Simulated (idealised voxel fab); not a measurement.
The process module that follows is named voxel capacitor over wiring.
Cross-section cut: width 225 nm, square cells of 5 nm.
Format of a cross-section: grid, square cells. Given as bands. Order: top down. Band: one or more rows of cells. Top, bottom (nm), then materials left to right with widths (nm); lone material tagged "throughout" fills the whole band edge to edge; "blank" = empty space. Note: height 0 marks the level under which the wafer is uniformly one material as received. Lowest band unbounded below, written "0 nm and below". Top row gets the first number, bottom row gets the second, and each row in between changes by the same step: that is how a band width like "30 to 40" works. When a step is marked "remained the same", none of the cells in the cross-section changed during that step. Basically, "Enclosed void inventory" tells you about the enclosed voids: empty spaces with no open way to the top, 8 cells or bigger, each written width x height at distance, where distance is from the left edge, all in nm. That trailing text on a step's line, after the settings, is the simulator's own remark on the step. A step's line can hold "overlay nm"; with a mask on that step, the setting says how far right of the planned place the mask lay, while a negative setting says it lay to the left. Pairs follow: section before one process step, section after it down to the lowest changed band, step with settings underneath. Pairs may come from different runs of this module on the same starting wafer; continuity with the pair above only as stated in the "Pre-step profile" entry.
# Pre-step profile
  0 nm and below | Si throughout
  Enclosed void inventory: none
# Section, Post-Step
  10 nm to 0 nm | SiO2 throughout
  Below 0, no change.
  Enclosed void inventory: none
Upper to lower cross-section via op CONFORMAL_DEP | material SiO2 | thk nm 10
Pre-step profile: The initial state for this step is given by the after cross-section of the immediately preceding pair.
# Section, Post-Step
  15 nm to 10 nm | SiN throughout
  Below 10, no change.
  Enclosed void inventory: none
Upper to lower cross-section via op CONFORMAL_DEP | material SiN | thk nm 5
Pre-step profile: The initial state for this step is given by the after cross-section of the immediately preceding pair.
# Section, Post-Step
  40 nm to 15 nm | lowk throughout
  Below 15, no change.
  Enclosed void inventory: none
Upper to lower cross-section via op DIRECTIONAL_DEP | material lowk | thk nm 25
Pre-step profile: The initial state for this step is given by the after cross-section of the immediately preceding pair.
# Section, Post-Step
  55 nm to 40 nm | aC throughout
  Below 40, no change.
  Enclosed void inventory: none
Upper to lower cross-section via op DIRECTIONAL_DEP | material aC | thk nm 15
Pre-step profile: The initial state for this step is given by the after cross-section of the immediately preceding pair.
# Section, Post-Step
  85 nm to 55 nm | resist 60 nm, then blank 25 nm, then resist 55 nm, then blank 25 nm, then resist 60 nm
  Below 55, no change.
  Enclosed void inventory: none
Upper to lower cross-section via op PATTERN | tone open | mask id METAL_1 | material resist | width nm 25 | pitch nm 80 | thk nm 30 | overlay nm 0
Pre-step profile: The initial state for this step is given by the after cross-section of the immediately preceding pair.
# Section, Post-Step
  70 nm to 55 nm | resist 60 nm, then blank 25 nm, then resist 55 nm, then blank 25 nm, then resist 60 nm
  55 nm to 40 nm | aC 60 nm, then blank 25 nm, then aC 55 nm, then blank 25 nm, then aC 60 nm
  Below 40, no change.
  Enclosed void inventory: none
Upper to lower cross-section via op DIRECTIONAL_ETCH | etch materials aC | depth nm 15
Pre-step profile: The initial state for this step is given by the after cross-section of the immediately preceding pair.
# Section, Post-Step
  55 nm to 40 nm | aC 60 nm, then blank 25 nm, then aC 55 nm, then blank 25 nm, then aC 60 nm
  Below 40, no change.
  Enclosed void inventory: none
Upper to lower cross-section via op STRIP | etch materials resist
Pre-step profile: The initial state for this step is given by the after cross-section of the immediately preceding pair.
# Section, Post-Step
  55 nm to 40 nm | aC 60 nm, then blank 25 nm, then aC 55 nm, then blank 25 nm, then aC 60 nm
  40 nm to 15 nm | lowk 60 nm, then blank 25 nm, then lowk 55 nm, then blank 25 nm, then lowk 60 nm
  Below 15, no change.
  Enclosed void inventory: none
Upper to lower cross-section via op DIRECTIONAL_ETCH | etch materials lowk | depth nm 25
Pre-step profile: The initial state for this step is given by the after cross-section of the immediately preceding pair.
# Section, Post-Step
  55 nm to 40 nm | aC 60 nm, then blank 25 nm, then aC 55 nm, then blank 25 nm, then aC 60 nm
  40 nm to 15 nm | lowk 60 nm, then blank 25 nm, then lowk 55 nm, then blank 25 nm, then lowk 60 nm
  15 nm to 10 nm | SiN 60 nm, then blank 25 nm, then SiN 55 nm, then blank 25 nm, then SiN 60 nm
  Below 10, no change.
  Enclosed void inventory: none
Upper to lower cross-section via op DIRECTIONAL_ETCH | etch materials SiN | depth nm 5
Pre-step profile: The initial state for this step is given by the after cross-section of the immediately preceding pair.
# Section, Post-Step
  40 nm to 15 nm | lowk 60 nm, then blank 25 nm, then lowk 55 nm, then blank 25 nm, then lowk 60 nm
  Below 15, no change.
  Enclosed void inventory: none
Upper to lower cross-section via op STRIP | etch materials aC
Pre-step profile: The initial state for this step is given by the after cross-section of the immediately preceding pair.
# Section, Post-Step
  45 nm to 40 nm | TiN 65 nm, then blank 15 nm, then TiN 65 nm, then blank 15 nm, then TiN 65 nm
  40 nm to 15 nm | lowk 60 nm, then TiN 5 nm, then blank 15 nm, then TiN 5 nm, then lowk 55 nm, then TiN 5 nm, then blank 15 nm, then TiN 5 nm, then lowk 60 nm
  15 nm to 10 nm | SiN 60 nm, then TiN 25 nm, then SiN 55 nm, then TiN 25 nm, then SiN 60 nm
  Below 10, no change.
  Enclosed void inventory: none
Upper to lower cross-section via op CONFORMAL_DEP | material TiN | thk nm 5
Pre-step profile: The initial state for this step is given by the after cross-section of the immediately preceding pair.
# Section, Post-Step
  50 nm to 45 nm | Ru throughout
  45 nm to 40 nm | TiN 65 nm, then Ru 15 nm, then TiN 65 nm, then Ru 15 nm, then TiN 65 nm
  40 nm to 15 nm | lowk 60 nm, then TiN 5 nm, then Ru 15 nm, then TiN 5 nm, then lowk 55 nm, then TiN 5 nm, then Ru 15 nm, then TiN 5 nm, then lowk 60 nm
  Below 15, no change.
  Enclosed void inventory: none
Upper to lower cross-section via op FILL_DEP | material Ru | thk nm 5
Pre-step profile: The initial state for this step is given by the after cross-section of the immediately preceding pair.
# Section, Post-Step
  40 nm to 15 nm | lowk 60 nm, then TiN 5 nm, then Ru 15 nm, then TiN 5 nm, then lowk 55 nm, then TiN 5 nm, then Ru 15 nm, then TiN 5 nm, then lowk 60 nm
  Below 15, no change.
  Enclosed void inventory: none
Upper to lower cross-section via op CMP | height nm 40
Pre-step profile: The initial state for this step is given by the after cross-section of the immediately preceding pair.
# Section, Post-Step
  45 nm to 40 nm | blank 55 nm, then Ru 35 nm, then blank 45 nm, then Ru 35 nm, then blank 55 nm
  Below 40, no change.
  Enclosed void inventory: none
Upper to lower cross-section via op EPI | material Ru | thk nm 5
Pre-step profile: The initial state for this step is given by the after cross-section of the immediately preceding pair.
# Section, Post-Step
  50 nm to 45 nm | SiCN throughout
  45 nm to 40 nm | SiCN 55 nm, then Ru 35 nm, then SiCN 45 nm, then Ru 35 nm, then SiCN 55 nm
  Below 40, no change.
  Enclosed void inventory: none
Upper to lower cross-section via op FILL_DEP | material SiCN | thk nm 5
Pre-step profile: The initial state for this step is given by the after cross-section of the immediately preceding pair.
# Section, Post-Step
  70 nm to 50 nm | lowk throughout
  Below 50, no change.
  Enclosed void inventory: none
Upper to lower cross-section via op DIRECTIONAL_DEP | material lowk | thk nm 20
Pre-step profile: The initial state for this step is given by the after cross-section of the immediately preceding pair.
# Section, Post-Step
  80 nm to 70 nm | aC throughout
  Below 70, no change.
  Enclosed void inventory: none
Upper to lower cross-section via op DIRECTIONAL_DEP | material aC | thk nm 10
Pre-step profile: The initial state for this step is given by the after cross-section of the immediately preceding pair.
# Section, Post-Step
  105 nm to 80 nm | resist 70 nm, then blank 15 nm, then resist 140 nm
  Below 80, no change.
  Enclosed void inventory: none
Upper to lower cross-section via op PATTERN | tone open | mask id PLUG_1 | material resist | width nm 15 | thk nm 25 | overlay nm 0
Pre-step profile: The initial state for this step is given by the after cross-section of the immediately preceding pair.
# Section, Post-Step
  95 nm to 80 nm | resist 70 nm, then blank 15 nm, then resist 140 nm
  80 nm to 70 nm | aC 70 nm, then blank 15 nm, then aC 140 nm
  Below 70, no change.
  Enclosed void inventory: none
Upper to lower cross-section via op DIRECTIONAL_ETCH | etch materials aC | depth nm 10
Pre-step profile: The initial state for this step is given by the after cross-section of the immediately preceding pair.
# Section, Post-Step
  80 nm to 70 nm | aC 70 nm, then blank 15 nm, then aC 140 nm
  Below 70, no change.
  Enclosed void inventory: none
Upper to lower cross-section via op STRIP | etch materials resist
Pre-step profile: The initial state for this step is given by the after cross-section of the immediately preceding pair.
# Section, Post-Step
  80 nm to 70 nm | aC 70 nm, then blank 15 nm, then aC 140 nm
  70 nm to 50 nm | lowk 70 nm, then blank 15 nm, then lowk 140 nm
  Below 50, no change.
  Enclosed void inventory: none
Upper to lower cross-section via op DIRECTIONAL_ETCH | etch materials lowk | depth nm 20
Pre-step profile: The initial state for this step is given by the after cross-section of the immediately preceding pair.
# Section, Post-Step
  80 nm to 70 nm | aC 70 nm, then blank 15 nm, then aC 140 nm
  70 nm to 50 nm | lowk 70 nm, then blank 15 nm, then lowk 140 nm
  50 nm to 45 nm | SiCN 70 nm, then blank 15 nm, then SiCN 140 nm
  Below 45, no change.
  Enclosed void inventory: none
Upper to lower cross-section via op DIRECTIONAL_ETCH | etch materials SiCN | depth nm 5
Pre-step profile: The initial state for this step is given by the after cross-section of the immediately preceding pair.
# Section, Post-Step
  70 nm to 50 nm | lowk 70 nm, then blank 15 nm, then lowk 140 nm
  Below 50, no change.
  Enclosed void inventory: none
Upper to lower cross-section via op STRIP | etch materials aC
Pre-step profile: The initial state for this step is given by the after cross-section of the immediately preceding pair.
# Section, Post-Step
  70 nm to 55 nm | lowk 70 nm, then blank 15 nm, then lowk 140 nm
  55 nm to 50 nm | lowk 70 nm, then Ru 15 nm, then lowk 140 nm
  50 nm to 45 nm | SiCN 70 nm, then Ru 15 nm, then SiCN 140 nm
  Below 45, no change.
  Enclosed void inventory: none
Upper to lower cross-section via op EPI | material Ru | thk nm 10
Pre-step profile: The initial state for this step is given by the after cross-section of the immediately preceding pair.
# Section, Post-Step
  70 nm to 65 nm | lowk 70 nm, then blank 15 nm, then lowk 140 nm
  65 nm to 50 nm | lowk 70 nm, then Ru 15 nm, then lowk 140 nm
  Below 50, no change.
  Enclosed void inventory: none
Upper to lower cross-section via op EPI | material Ru | thk nm 10
Pre-step profile: The initial state for this step is given by the after cross-section of the immediately preceding pair.
# Section, Post-Step
  70 nm to 50 nm | lowk 70 nm, then Ru 15 nm, then lowk 140 nm
  Below 50, no change.
  Enclosed void inventory: none
Upper to lower cross-section via op EPI | material Ru | thk nm 5
Pre-step profile: The initial state for this step is given by the after cross-section of the immediately preceding pair.
# Section, Post-Step
  80 nm to 70 nm | TiN throughout
  Below 70, no change.
  Enclosed void inventory: none
Upper to lower cross-section via op DIRECTIONAL_DEP | material TiN | thk nm 10
Pre-step profile: The initial state for this step is given by the after cross-section of the immediately preceding pair.
# Section, Post-Step
  85 nm to 80 nm | HfO2 throughout
  Below 80, no change.
  Enclosed void inventory: none
Upper to lower cross-section via op DIRECTIONAL_DEP | material HfO2 | thk nm 5
Pre-step profile: The initial state for this step is given by the after cross-section of the immediately preceding pair.
# Section, Post-Step
  95 nm to 85 nm | TiN throughout
  Below 85, no change.
  Enclosed void inventory: none
Upper to lower cross-section via op DIRECTIONAL_DEP | material TiN | thk nm 10
Pre-step profile: The initial state for this step is given by the after cross-section of the immediately preceding pair.
# Section, Post-Step
  95 nm to 85 nm | blank 70 nm, then TiN 60 nm, then blank 95 nm
  Below 85, no change.
  Enclosed void inventory: none
Upper to lower cross-section via op MASKED_ETCH | tone cover | mask id UPPER_PLATE | width nm 60 | etch materials TiN | depth nm 10 | overlay nm 0
Pre-step profile: The initial state for this step is given by the after cross-section of the immediately preceding pair.
# Section, Post-Step
  95 nm to 85 nm | blank 70 nm, then TiN 60 nm, then blank 95 nm
  85 nm to 80 nm | blank 70 nm, then HfO2 60 nm, then blank 95 nm
  Below 80, no change.
  Enclosed void inventory: none
Upper to lower cross-section via op MASKED_ETCH | tone cover | mask id UPPER_PLATE | width nm 60 | etch materials HfO2 | depth nm 5 | overlay nm 0
Pre-step profile: The initial state for this step is given by the after cross-section of the immediately preceding pair.
# Section, Post-Step
  95 nm to 85 nm | blank 70 nm, then TiN 60 nm, then blank 95 nm
  85 nm to 80 nm | blank 70 nm, then HfO2 60 nm, then blank 95 nm
  80 nm to 70 nm | blank 65 nm, then TiN 70 nm, then blank 90 nm
  Below 70, no change.
  Enclosed void inventory: none
Upper to lower cross-section via op MASKED_ETCH | tone cover | mask id LOWER_PLATE | width nm 70 | etch materials TiN | depth nm 10 | overlay nm 0
Pre-step profile: The initial state for this step is given by the after cross-section of the immediately preceding pair.
# Section, Post-Step
  110 nm to 95 nm | SiO2 throughout
  95 nm to 85 nm | SiO2 70 nm, then TiN 60 nm, then SiO2 95 nm
  85 nm to 80 nm | SiO2 70 nm, then HfO2 60 nm, then SiO2 95 nm
  80 nm to 70 nm | SiO2 65 nm, then TiN 70 nm, then SiO2 90 nm
  Below 70, no change.
  Enclosed void inventory: none
Upper to lower cross-section via op FILL_DEP | material SiO2 | thk nm 15
Pre-step profile: The initial state for this step is given by the after cross-section of the immediately preceding pair.
# Section, Post-Step
  105 nm to 95 nm | SiO2 throughout
  Below 95, no change.
  Enclosed void inventory: none
Upper to lower cross-section via op CMP | height nm 105
Pre-step profile: The initial state for this step is given by the after cross-section of the immediately preceding pair.
# Section, Post-Step
  105 nm to 95 nm | SiO2 80 nm, then blank 15 nm, then SiO2 130 nm
  Below 95, no change.
  Enclosed void inventory: none
Upper to lower cross-section via op MASKED_ETCH | tone open | mask id PLUG_2 | width nm 15 | etch materials SiO2 | depth nm 10 | overlay nm 0
Pre-step profile: The initial state for this step is given by the after cross-section of the immediately preceding pair.
# Section, Post-Step
  110 nm to 105 nm | TiN 85 nm, then blank 5 nm, then TiN 135 nm
  105 nm to 100 nm | SiO2 80 nm, then TiN 5 nm, then blank 5 nm, then TiN 5 nm, then SiO2 130 nm
  100 nm to 95 nm | SiO2 80 nm, then TiN 15 nm, then SiO2 130 nm
  Below 95, no change.
  Enclosed void inventory: none
Upper to lower cross-section via op CONFORMAL_DEP | material TiN | thk nm 5
Pre-step profile: The initial state for this step is given by the after cross-section of the immediately preceding pair.
# Section, Post-Step
  120 nm to 110 nm | W throughout
  110 nm to 105 nm | TiN 85 nm, then W 5 nm, then TiN 135 nm
  105 nm to 100 nm | SiO2 80 nm, then TiN 5 nm, then W 5 nm, then TiN 5 nm, then SiO2 130 nm
  Below 100, no change.
  Enclosed void inventory: none
Upper to lower cross-section via op FILL_DEP | material W | thk nm 10
Pre-step profile: The initial state for this step is given by the after cross-section of the immediately preceding pair.
# Section, Post-Step
  105 nm to 100 nm | SiO2 80 nm, then TiN 5 nm, then W 5 nm, then TiN 5 nm, then SiO2 130 nm
  Below 100, no change.
  Enclosed void inventory: none
Upper to lower cross-section via op CMP | height nm 105
Pre-step profile: The initial state for this step is given by the after cross-section of the immediately preceding pair.
# Section, Post-Step
  110 nm to 105 nm | SiCN throughout
  Below 105, no change.
  Enclosed void inventory: none
Upper to lower cross-section via op CONFORMAL_DEP | material SiCN | thk nm 5
# Pre-step profile
  10 nm to 0 nm | SiO2 throughout
  0 nm and below | Si throughout
  Enclosed void inventory: none
# Section, Post-Step
  35 nm to 10 nm | lowk throughout
  Below 10, no change.
  Enclosed void inventory: none
Upper to lower cross-section via op DIRECTIONAL_DEP | material lowk | thk nm 25
Pre-step profile: The initial state for this step is given by the after cross-section of the immediately preceding pair.
# Section, Post-Step
  50 nm to 35 nm | aC throughout
  Below 35, no change.
  Enclosed void inventory: none
Upper to lower cross-section via op DIRECTIONAL_DEP | material aC | thk nm 15
Pre-step profile: The initial state for this step is given by the after cross-section of the immediately preceding pair.
# Section, Post-Step
  80 nm to 50 nm | resist 60 nm, then blank 25 nm, then resist 55 nm, then blank 25 nm, then resist 60 nm
  Below 50, no change.
  Enclosed void inventory: none
Upper to lower cross-section via op PATTERN | tone open | mask id METAL_1 | material resist | width nm 25 | pitch nm 80 | thk nm 30 | overlay nm 0
Pre-step profile: The initial state for this step is given by the after cross-section of the immediately preceding pair.
# Section, Post-Step
  65 nm to 50 nm | resist 60 nm, then blank 25 nm, then resist 55 nm, then blank 25 nm, then resist 60 nm
  50 nm to 35 nm | aC 60 nm, then blank 25 nm, then aC 55 nm, then blank 25 nm, then aC 60 nm
  Below 35, no change.
  Enclosed void inventory: none
Upper to lower cross-section via op DIRECTIONAL_ETCH | etch materials aC | depth nm 15
Pre-step profile: The initial state for this step is given by the after cross-section of the immediately preceding pair.
# Section, Post-Step
  50 nm to 35 nm | aC 60 nm, then blank 25 nm, then aC 55 nm, then blank 25 nm, then aC 60 nm
  Below 35, no change.
  Enclosed void inventory: none
Upper to lower cross-section via op STRIP | etch materials resist
Pre-step profile: The initial state for this step is given by the after cross-section of the immediately preceding pair.
# Section, Post-Step
  50 nm to 35 nm | aC 60 nm, then blank 25 nm, then aC 55 nm, then blank 25 nm, then aC 60 nm
  35 nm to 10 nm | lowk 60 nm, then blank 25 nm, then lowk 55 nm, then blank 25 nm, then lowk 60 nm
  Below 10, no change.
  Enclosed void inventory: none
Upper to lower cross-section via op DIRECTIONAL_ETCH | etch materials lowk | depth nm 25
Pre-step profile: The initial state for this step is given by the after cross-section of the immediately preceding pair.
# Section, Post-Step
  35 nm to 10 nm | lowk 60 nm, then blank 25 nm, then lowk 55 nm, then blank 25 nm, then lowk 60 nm
  Below 10, no change.
  Enclosed void inventory: none
Upper to lower cross-section via op STRIP | etch materials aC
Pre-step profile: The initial state for this step is given by the after cross-section of the immediately preceding pair.
# Section, Post-Step
  40 nm to 35 nm | TiN 65 nm, then blank 15 nm, then TiN 65 nm, then blank 15 nm, then TiN 65 nm
  35 nm to 15 nm | lowk 60 nm, then TiN 5 nm, then blank 15 nm, then TiN 5 nm, then lowk 55 nm, then TiN 5 nm, then blank 15 nm, then TiN 5 nm, then lowk 60 nm
  15 nm to 10 nm | lowk 60 nm, then TiN 25 nm, then lowk 55 nm, then TiN 25 nm, then lowk 60 nm
  Below 10, no change.
  Enclosed void inventory: none
Upper to lower cross-section via op CONFORMAL_DEP | material TiN | thk nm 5
Pre-step profile: The initial state for this step is given by the after cross-section of the immediately preceding pair.
# Section, Post-Step
  45 nm to 40 nm | Ru throughout
  40 nm to 35 nm | TiN 65 nm, then Ru 15 nm, then TiN 65 nm, then Ru 15 nm, then TiN 65 nm
  35 nm to 15 nm | lowk 60 nm, then TiN 5 nm, then Ru 15 nm, then TiN 5 nm, then lowk 55 nm, then TiN 5 nm, then Ru 15 nm, then TiN 5 nm, then lowk 60 nm
  Below 15, no change.
  Enclosed void inventory: none
Upper to lower cross-section via op FILL_DEP | material Ru | thk nm 5
Pre-step profile: The initial state for this step is given by the after cross-section of the immediately preceding pair.
# Section, Post-Step
  40 nm to 35 nm | TiN 65 nm, then Ru 15 nm, then TiN 65 nm, then Ru 15 nm, then TiN 65 nm
  Below 35, no change.
  Enclosed void inventory: none
Upper to lower cross-section via op CMP | height nm 40
Pre-step profile: The initial state for this step is given by the after cross-section of the immediately preceding pair.
# Section, Post-Step
  45 nm to 40 nm | Ru throughout
  Below 40, no change.
  Enclosed void inventory: none
Upper to lower cross-section via op EPI | material Ru | thk nm 5
Pre-step profile: The initial state for this step is given by the after cross-section of the immediately preceding pair.
# Section, Post-Step
  50 nm to 45 nm | SiCN throughout
  Below 45, no change.
  Enclosed void inventory: none
Upper to lower cross-section via op FILL_DEP | material SiCN | thk nm 5
Pre-step profile: The initial state for this step is given by the after cross-section of the immediately preceding pair.
# Section, Post-Step
  70 nm to 50 nm | lowk throughout
  Below 50, no change.
  Enclosed void inventory: none
Upper to lower cross-section via op DIRECTIONAL_DEP | material lowk | thk nm 20
Pre-step profile: The initial state for this step is given by the after cross-section of the immediately preceding pair.
# Section, Post-Step
  80 nm to 70 nm | aC throughout
  Below 70, no change.
  Enclosed void inventory: none
Upper to lower cross-section via op DIRECTIONAL_DEP | material aC | thk nm 10
Pre-step profile: The initial state for this step is given by the after cross-section of the immediately preceding pair.
# Section, Post-Step
  105 nm to 80 nm | resist 70 nm, then blank 15 nm, then resist 140 nm
  Below 80, no change.
  Enclosed void inventory: none
Upper to lower cross-section via op PATTERN | tone open | mask id PLUG_1 | material resist | width nm 15 | thk nm 25 | overlay nm 0
Pre-step profile: The initial state for this step is given by the after cross-section of the immediately preceding pair.
# Section, Post-Step
  95 nm to 80 nm | resist 70 nm, then blank 15 nm, then resist 140 nm
  80 nm to 70 nm | aC 70 nm, then blank 15 nm, then aC 140 nm
  Below 70, no change.
  Enclosed void inventory: none
Upper to lower cross-section via op DIRECTIONAL_ETCH | etch materials aC | depth nm 10
Pre-step profile: The initial state for this step is given by the after cross-section of the immediately preceding pair.
# Section, Post-Step
  80 nm to 70 nm | aC 70 nm, then blank 15 nm, then aC 140 nm
  Below 70, no change.
  Enclosed void inventory: none
Upper to lower cross-section via op STRIP | etch materials resist
Pre-step profile: The initial state for this step is given by the after cross-section of the immediately preceding pair.
# Section, Post-Step
  80 nm to 70 nm | aC 70 nm, then blank 15 nm, then aC 140 nm
  70 nm to 50 nm | lowk 70 nm, then blank 15 nm, then lowk 140 nm
  Below 50, no change.
  Enclosed void inventory: none
Upper to lower cross-section via op DIRECTIONAL_ETCH | etch materials lowk | depth nm 20
Pre-step profile: The initial state for this step is given by the after cross-section of the immediately preceding pair.
# Section, Post-Step
  80 nm to 70 nm | aC 70 nm, then blank 15 nm, then aC 140 nm
  70 nm to 50 nm | lowk 70 nm, then blank 15 nm, then lowk 140 nm
  50 nm to 45 nm | SiCN 70 nm, then blank 15 nm, then SiCN 140 nm
  Below 45, no change.
  Enclosed void inventory: none
Upper to lower cross-section via op DIRECTIONAL_ETCH | etch materials SiCN | depth nm 5
Pre-step profile: The initial state for this step is given by the after cross-section of the immediately preceding pair.
# Section, Post-Step
  70 nm to 50 nm | lowk 70 nm, then blank 15 nm, then lowk 140 nm
  Below 50, no change.
  Enclosed void inventory: none
Upper to lower cross-section via op STRIP | etch materials aC
Pre-step profile: The initial state for this step is given by the after cross-section of the immediately preceding pair.
# Section, Post-Step
  70 nm to 55 nm | lowk 70 nm, then blank 15 nm, then lowk 140 nm
  55 nm to 50 nm | lowk 70 nm, then Ru 15 nm, then lowk 140 nm
  50 nm to 45 nm | SiCN 70 nm, then Ru 15 nm, then SiCN 140 nm
  Below 45, no change.
  Enclosed void inventory: none
Upper to lower cross-section via op EPI | material Ru | thk nm 10
Pre-step profile: The initial state for this step is given by the after cross-section of the immediately preceding pair.
# Section, Post-Step
  70 nm to 65 nm | lowk 70 nm, then blank 15 nm, then lowk 140 nm
  65 nm to 50 nm | lowk 70 nm, then Ru 15 nm, then lowk 140 nm
  Below 50, no change.
  Enclosed void inventory: none
Upper to lower cross-section via op EPI | material Ru | thk nm 10
Pre-step profile: The initial state for this step is given by the after cross-section of the immediately preceding pair.
# Section, Post-Step
  70 nm to 50 nm | lowk 70 nm, then Ru 15 nm, then lowk 140 nm
  Below 50, no change.
  Enclosed void inventory: none
Upper to lower cross-section via op EPI | material Ru | thk nm 5
Pre-step profile: The initial state for this step is given by the after cross-section of the immediately preceding pair.
# Section, Post-Step
  80 nm to 70 nm | TiN throughout
  Below 70, no change.
  Enclosed void inventory: none
Upper to lower cross-section via op DIRECTIONAL_DEP | material TiN | thk nm 10
Pre-step profile: The initial state for this step is given by the after cross-section of the immediately preceding pair.
# Section, Post-Step
  85 nm to 80 nm | HfO2 throughout
  Below 80, no change.
  Enclosed void inventory: none
Upper to lower cross-section via op DIRECTIONAL_DEP | material HfO2 | thk nm 5
Pre-step profile: The initial state for this step is given by the after cross-section of the immediately preceding pair.
# Section, Post-Step
  95 nm to 85 nm | TiN throughout
  Below 85, no change.
  Enclosed void inventory: none
Upper to lower cross-section via op DIRECTIONAL_DEP | material TiN | thk nm 10
Pre-step profile: The initial state for this step is given by the after cross-section of the immediately preceding pair.
# Section, Post-Step
  95 nm to 85 nm | blank 70 nm, then TiN 60 nm, then blank 95 nm
  Below 85, no change.
  Enclosed void inventory: none
Upper to lower cross-section via op MASKED_ETCH | tone cover | mask id UPPER_PLATE | width nm 60 | etch materials TiN | depth nm 10 | overlay nm 0
Pre-step profile: The initial state for this step is given by the after cross-section of the immediately preceding pair.
# Section, Post-Step
  95 nm to 85 nm | blank 70 nm, then TiN 60 nm, then blank 95 nm
  85 nm to 80 nm | blank 70 nm, then HfO2 60 nm, then blank 95 nm
  Below 80, no change.
  Enclosed void inventory: none
Upper to lower cross-section via op MASKED_ETCH | tone cover | mask id UPPER_PLATE | width nm 60 | etch materials HfO2 | depth nm 5 | overlay nm 0
Pre-step profile: The initial state for this step is given by the after cross-section of the immediately preceding pair.
# Section, Post-Step
  95 nm to 85 nm | blank 70 nm, then TiN 60 nm, then blank 95 nm
  85 nm to 80 nm | blank 70 nm, then HfO2 60 nm, then blank 95 nm
  80 nm to 70 nm | blank 65 nm, then TiN 70 nm, then blank 90 nm
  Below 70, no change.
  Enclosed void inventory: none
Upper to lower cross-section via op MASKED_ETCH | tone cover | mask id LOWER_PLATE | width nm 70 | etch materials TiN | depth nm 10 | overlay nm 0
Pre-step profile: The initial state for this step is given by the after cross-section of the immediately preceding pair.
# Section, Post-Step
  110 nm to 95 nm | SiO2 throughout
  95 nm to 85 nm | SiO2 70 nm, then TiN 60 nm, then SiO2 95 nm
  85 nm to 80 nm | SiO2 70 nm, then HfO2 60 nm, then SiO2 95 nm
  80 nm to 70 nm | SiO2 65 nm, then TiN 70 nm, then SiO2 90 nm
  Below 70, no change.
  Enclosed void inventory: none
Upper to lower cross-section via op FILL_DEP | material SiO2 | thk nm 15
Pre-step profile: The initial state for this step is given by the after cross-section of the immediately preceding pair.
# Section, Post-Step
  105 nm to 95 nm | SiO2 throughout
  Below 95, no change.
  Enclosed void inventory: none
Upper to lower cross-section via op CMP | height nm 105
Pre-step profile: The initial state for this step is given by the after cross-section of the immediately preceding pair.
# Section, Post-Step
  105 nm to 95 nm | SiO2 80 nm, then blank 15 nm, then SiO2 130 nm
  Below 95, no change.
  Enclosed void inventory: none
Upper to lower cross-section via op MASKED_ETCH | tone open | mask id PLUG_2 | width nm 15 | etch materials SiO2 | depth nm 10 | overlay nm 0
Pre-step profile: The initial state for this step is given by the after cross-section of the immediately preceding pair.
# Section, Post-Step
  110 nm to 105 nm | TiN 85 nm, then blank 5 nm, then TiN 135 nm
  105 nm to 100 nm | SiO2 80 nm, then TiN 5 nm, then blank 5 nm, then TiN 5 nm, then SiO2 130 nm
  100 nm to 95 nm | SiO2 80 nm, then TiN 15 nm, then SiO2 130 nm
  Below 95, no change.
  Enclosed void inventory: none
Upper to lower cross-section via op CONFORMAL_DEP | material TiN | thk nm 5
Pre-step profile: The initial state for this step is given by the after cross-section of the immediately preceding pair.
# Section, Post-Step
  120 nm to 110 nm | W throughout
  110 nm to 105 nm | TiN 85 nm, then W 5 nm, then TiN 135 nm
  105 nm to 100 nm | SiO2 80 nm, then TiN 5 nm, then W 5 nm, then TiN 5 nm, then SiO2 130 nm
  Below 100, no change.
  Enclosed void inventory: none
Upper to lower cross-section via op FILL_DEP | material W | thk nm 10
Pre-step profile: The initial state for this step is given by the after cross-section of the immediately preceding pair.
# Section, Post-Step
  105 nm to 100 nm | SiO2 80 nm, then TiN 5 nm, then W 5 nm, then TiN 5 nm, then SiO2 130 nm
  Below 100, no change.
  Enclosed void inventory: none
Upper to lower cross-section via op CMP | height nm 105
Pre-step profile: The initial state for this step is given by the after cross-section of the immediately preceding pair.
# Section, Post-Step
  110 nm to 105 nm | SiCN throughout
  Below 105, no change.
  Enclosed void inventory: none
Upper to lower cross-section via op CONFORMAL_DEP | material SiCN | thk nm 5
# Pre-step profile
  70 nm to 65 nm | lowk 70 nm, then blank 15 nm, then lowk 140 nm
  65 nm to 50 nm | lowk 70 nm, then Ru 15 nm, then lowk 140 nm
  50 nm to 45 nm | SiCN 70 nm, then Ru 15 nm, then SiCN 140 nm
  45 nm to 40 nm | SiCN 55 nm, then Ru 35 nm, then SiCN 45 nm, then Ru 35 nm, then SiCN 55 nm
  40 nm to 15 nm | lowk 60 nm, then TiN 5 nm, then Ru 15 nm, then TiN 5 nm, then lowk 55 nm, then TiN 5 nm, then Ru 15 nm, then TiN 5 nm, then lowk 60 nm
  15 nm to 10 nm | SiN 60 nm, then TiN 25 nm, then SiN 55 nm, then TiN 25 nm, then SiN 60 nm
  10 nm to 0 nm | SiO2 throughout
  0 nm and below | Si throughout
  Enclosed void inventory: none
# Section, Post-Step
  75 nm to 70 nm | blank 65 nm, then Ru 25 nm, then blank 135 nm
  70 nm to 50 nm | lowk 70 nm, then Ru 15 nm, then lowk 140 nm
  Below 50, no change.
  Enclosed void inventory: none
Upper to lower cross-section via op EPI | material Ru | thk nm 10
Pre-step profile: The initial state for this step is given by the after cross-section of the immediately preceding pair.
# Section, Post-Step
  80 nm to 70 nm | blank 60 nm, then Ru 35 nm, then blank 130 nm
  Below 70, no change.
  Enclosed void inventory: none
Upper to lower cross-section via op EPI | material Ru | thk nm 5
Pre-step profile: The initial state for this step is given by the after cross-section of the immediately preceding pair.
# Section, Post-Step
  90 nm to 80 nm | blank 60 nm, then TiN 35 nm, then blank 130 nm
  80 nm to 70 nm | TiN 60 nm, then Ru 35 nm, then TiN 130 nm
  Below 70, no change.
  Enclosed void inventory: none
Upper to lower cross-section via op DIRECTIONAL_DEP | material TiN | thk nm 10
Pre-step profile: The initial state for this step is given by the after cross-section of the immediately preceding pair.
# Section, Post-Step
  95 nm to 90 nm | blank 60 nm, then HfO2 35 nm, then blank 130 nm
  90 nm to 85 nm | blank 60 nm, then TiN 35 nm, then blank 130 nm
  85 nm to 80 nm | HfO2 60 nm, then TiN 35 nm, then HfO2 130 nm
  Below 80, no change.
  Enclosed void inventory: none
Upper to lower cross-section via op DIRECTIONAL_DEP | material HfO2 | thk nm 5
Pre-step profile: The initial state for this step is given by the after cross-section of the immediately preceding pair.
# Section, Post-Step
  105 nm to 95 nm | blank 60 nm, then TiN 35 nm, then blank 130 nm
  95 nm to 90 nm | TiN 60 nm, then HfO2 35 nm, then TiN 130 nm
  90 nm to 85 nm | TiN throughout
  Below 85, no change.
  Enclosed void inventory: none
Upper to lower cross-section via op DIRECTIONAL_DEP | material TiN | thk nm 10
